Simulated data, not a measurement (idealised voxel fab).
process module | voxel capacitor over wiring
cross-section cut | 240 nm wide | cells 5 nm
A cross-section is a grid of square cells, given in bands from the top down. A band is one or more rows of cells.
Each band's line starts with the height of the band's top and of its bottom, in nm. Then come its materials from left to right, each with its width in nm. One material with "throughout" fills the band from edge to edge. "air" is empty space.
Height 0 is the level under which the wafer as received is all one material. The lowest band goes on downwards, as in "0 down".
A width such as "30 to 40" changes by the same amount from each row of cells to the next, from the band's top row to its bottom row.
"no change" after a step means that no cell of the cross-section changed.
closed voids: empty space of 8 cells or more with no open way to the top, each as width x height at its distance from the left edge, in nm
after a step's settings: what the simulator itself notes on the step
overlay nm, on a step with a mask: how far to the right of its planned place the mask lay; to the left if negative
plan
1 op RECEIVE | material Si
2 op CONFORMAL_DEP | material SiO2 | thk nm 15
3 op DIRECTIONAL_DEP | material TiN | thk nm 5
4 op DIRECTIONAL_DEP | material W | thk nm 15
5 op MASKED_ETCH | tone cover | mask id METAL_1 | width nm 30 | pitch nm 90 | etch materials W | depth nm 15 | overlay nm 0
6 op MASKED_ETCH | tone cover | mask id METAL_1 | width nm 30 | pitch nm 90 | etch materials TiN | depth nm 5 | overlay nm 0
7 op FILL_DEP | material SiO2 | thk nm 5
8 op CMP | height nm 35
9 op CONFORMAL_DEP | material SiCN | thk nm 5
10 op DIRECTIONAL_DEP | material SiO2 | thk nm 20
11 op DIRECTIONAL_DEP | material aC | thk nm 10
12 op PATTERN | tone open | mask id PLUG_1 | material resist | width nm 15 | thk nm 30 | overlay nm 0
13 op DIRECTIONAL_ETCH | etch materials aC | depth nm 10
14 op STRIP | etch materials resist
15 op DIRECTIONAL_ETCH | etch materials SiO2 | depth nm 20
16 op DIRECTIONAL_ETCH | etch materials SiCN | depth nm 5
17 op STRIP | etch materials aC
18 op EPI | material Ru | thk nm 10
19 op EPI | material Ru | thk nm 10
20 op EPI | material Ru | thk nm 5
21 op DIRECTIONAL_DEP | material TiN | thk nm 5
22 op DIRECTIONAL_DEP | material SiN | thk nm 5
23 op DIRECTIONAL_DEP | material TiN | thk nm 5
24 op MASKED_ETCH | tone cover | mask id UPPER_PLATE | width nm 65 | etch materials TiN | depth nm 5 | overlay nm 0
25 op MASKED_ETCH | tone cover | mask id UPPER_PLATE | width nm 65 | etch materials SiN | depth nm 5 | overlay nm 0
26 op MASKED_ETCH | tone cover | mask id LOWER_PLATE | width nm 75 | etch materials TiN | depth nm 5 | overlay nm 0
27 op FILL_DEP | material SiO2 | thk nm 20
28 op CMP | height nm 90
29 op DIRECTIONAL_DEP | material aC | thk nm 10
30 op PATTERN | tone open | mask id PLUG_2 | material resist | width nm 15 | thk nm 30 | overlay nm 0
31 op DIRECTIONAL_ETCH | etch materials aC | depth nm 10
32 op STRIP | etch materials resist
33 op DIRECTIONAL_ETCH | etch materials SiO2 | depth nm 15
34 op STRIP | etch materials aC
35 op CONFORMAL_DEP | material TiN | thk nm 5
36 op FILL_DEP | material W | thk nm 5
37 op CMP | height nm 90
38 op CONFORMAL_DEP | material SiCN | thk nm 5
as received, after step 1
  0 down: Si throughout
  closed voids: none
a wafer at the end: this start, this plan, one mistake
  95 to 90: SiCN throughout
  90 to 80: SiO2 85 | TiN 5 | W 5 | TiN 5 | SiO2 140
  80 to 70: SiO2 85 to 75 | TiN 15 to 65 | SiO2 140 to 100
  70 to 65: SiO2 75 | SiN 65 | SiO2 100
  65 to 60: SiO2 70 | TiN 75 | SiO2 95
  60 to 40: SiO2 75 | Ru 15 | SiO2 150
  40 to 35: SiCN 75 | Ru 15 | SiCN 150
  35 to 20: SiCN 60 | W 30 | SiCN 60 | W 30 | SiCN 60
  20 to 15: SiCN 60 | TiN 30 | SiCN 60 | TiN 30 | SiCN 60
  15 to 0: SiO2 throughout
  0 down: Si throughout
  closed voids: none
what went wrong: step 7 ran as: op FILL_DEP | material SiCN | thk nm 5
